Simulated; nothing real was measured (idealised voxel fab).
The process module presented herein is designated voxel ribs on slabs.
Xsec cut, 155 nm wide, square cell size 5 nm.
Each cross-section below is a grid of square cells, stated as bands in top-down order, with one or more rows of cells making up each band.
A band entry consists of two parts. The first gives the height of the band's top and the height of its bottom, in nm. The rest lists the band's materials from left to right, each with its width in nm. A single material labelled with the word "throughout" fills the band from edge to edge, and the word "blank" marks empty space.
Heights are expressed relative to 0, this being the level below which the as-received wafer comprises one material exclusively. The lowest band is unbounded in the downward direction and is denoted as in "0 down".
Graded width ("30 to 40"): value in top row of band = first number; value in bottom row = second number; row-to-row change constant.
Any step labelled "nothing changed" changed none of the cells in the cross-section.
Closed-off voids of 8+ cells (no open route to the top) go in "Closed void inventory", written width x height at distance from the left edge, in nm.
Text after the settings on a step's line: the simulator's own remark on that step.
Each step line may optionally specify "overlay nm", which for a step with a mask gives the rightward distance between the mask's planned place and where it lay, a negative value indicating the leftward direction.
[Planned process steps]
1,RECEIVE,material Si
2,DIRECTIONAL_DEP,material SiO2,thk nm 25
3,DIRECTIONAL_DEP,material SiN,thk nm 25
4,DIRECTIONAL_DEP,material aC,thk nm 10
5,PATTERN,tone cover,mask id RIB,material resist,width nm 25,thk nm 25,overlay nm 0
6,DIRECTIONAL_ETCH,etch materials aC,depth nm 10
7,STRIP,etch materials resist
8,DIRECTIONAL_ETCH,etch materials SiN,depth nm 5
9,STRIP,etch materials aC
10,PATTERN,tone cover,mask id SLAB,material resist,width nm 65,thk nm 15,overlay nm 0
11,DIRECTIONAL_ETCH,etch materials SiN,depth nm 20
12,STRIP,etch materials resist
13,FILL_DEP,material SiO2,thk nm 20
14,CMP,height nm 65
15,DIRECTIONAL_DEP,material TiN,thk nm 5
16,DIRECTIONAL_DEP,material aC,thk nm 10
17,PATTERN,tone cover,mask id HEATER,material resist,width nm 35,thk nm 25,overlay nm 0
18,DIRECTIONAL_ETCH,etch materials aC,depth nm 10
19,STRIP,etch materials resist
20,DIRECTIONAL_ETCH,etch materials TiN,depth nm 10
21,STRIP,etch materials aC
22,CONFORMAL_DEP,material SiO2,thk nm 5
Wafer-to-wafer difference: thk nm, step 15. Common start. Plan = first wafer's value.
[Received wafers, first of several: cross-section after step 1]
  0 down: Si throughout
  Closed void inventory: none
[Quick key for the table: a row per wafer, taken at the end of the module. For each material it tells you how many cells the wafer gained (+) or lost (-) since it came in, and the closed voids come after]
thk nm 5; +57 SiN; +379 SiO2; +7 TiN; Closed void inventory: none
thk nm 10; +57 SiN; +381 SiO2; +14 TiN; Closed void inventory: none
thk nm 15; +57 SiN; +381 SiO2; +45 TiN; Closed void inventory: none
thk nm 20; +57 SiN; +381 SiO2; +76 TiN; Closed void inventory: none
thk nm 25; +57 SiN; +381 SiO2; +107 TiN; Closed void inventory: none
